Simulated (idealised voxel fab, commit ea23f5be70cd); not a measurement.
A process module follows: voxel plated lines.
Section shown: cut. Width: 260 nm. Cell size: 5 nm, square.
When this document writes out a cross-section, it uses a grid of square cells and lists it as bands, beginning at the top and moving down, with a band standing for one or more rows of cells.
Look at the band entry: it leads with the top's height and the bottom's height in nm. Then it lists the materials left to right, with a width in nm for each. The word "throughout" on a single material says that material fills the band edge to edge. The word "empty" is empty space.
Note: height 0 marks the level under which the wafer is uniformly one material as received. Lowest band unbounded below, written "from 0 down".
The width entry "30->40" should be interpreted row by row: the top row of cells in the band takes the first number, the bottom row takes the second number, and the change between adjacent rows is uniform throughout.
When a step is marked "no alteration", none of the cells in the cross-section changed during that step.
You'll see "Entrapped voids" listing empty spaces that have no way open to the top, as long as they're 8 cells or more; the notation is width x height at distance, where the distance is from the left edge, and all of it is in nm.
It should be noted that, on the line of a given step, the content following the step's settings is a remark produced by the simulator itself with respect to that step.
Among the settings permitted on a step's line is "overlay nm"; applied to a step with a mask, it specifies the extent to which the mask lay to the right of its planned position, whereas a negative figure signifies a position to the left.
## The following list gives the planned process steps
1. RECEIVE with material Si
2. CONFORMAL_DEP with material SiN, thk nm 15
3. DIRECTIONAL_DEP with material TiN, thk nm 5
4. PATTERN with tone open, mask id LINES, material resist, width nm 15, pitch nm 30, thk nm 15, overlay nm -15
5. EPI with material Ru, thk nm 10
6. STRIP with etch materials resist
7. DIRECTIONAL_ETCH with etch materials TiN, depth nm 5
8. CONFORMAL_DEP with material SiCN, thk nm 10
Wafer-to-wafer difference: overlay nm, step 4. Common start. Plan = first wafer's value.
## Cross-section: the first of several wafers in its as-received state, i.e. following step 1
- from 0 down = Si throughout
- Entrapped voids: none
## So in this table every wafer gets its own row, and what you see is where it stands at the end of the module: for each material, how many cells it picked up (+) or gave up (-) since we received it, and after that its closed voids
overlay nm -15; +18 Ru; +134 SiCN; +156 SiN; +9 TiN; Entrapped voids: none
overlay nm -10; +18 Ru; +134 SiCN; +156 SiN; +9 TiN; Entrapped voids: none
overlay nm -5; +18 Ru; +134 SiCN; +156 SiN; +9 TiN; Entrapped voids: none
overlay nm 0; +18 Ru; +134 SiCN; +156 SiN; +9 TiN; Entrapped voids: none
overlay nm 5; +18 Ru; +134 SiCN; +156 SiN; +9 TiN; Entrapped voids: none
overlay nm 10; +18 Ru; +134 SiCN; +156 SiN; +9 TiN; Entrapped voids: none
overlay nm 15; +18 Ru; +134 SiCN; +156 SiN; +9 TiN; Entrapped voids: none
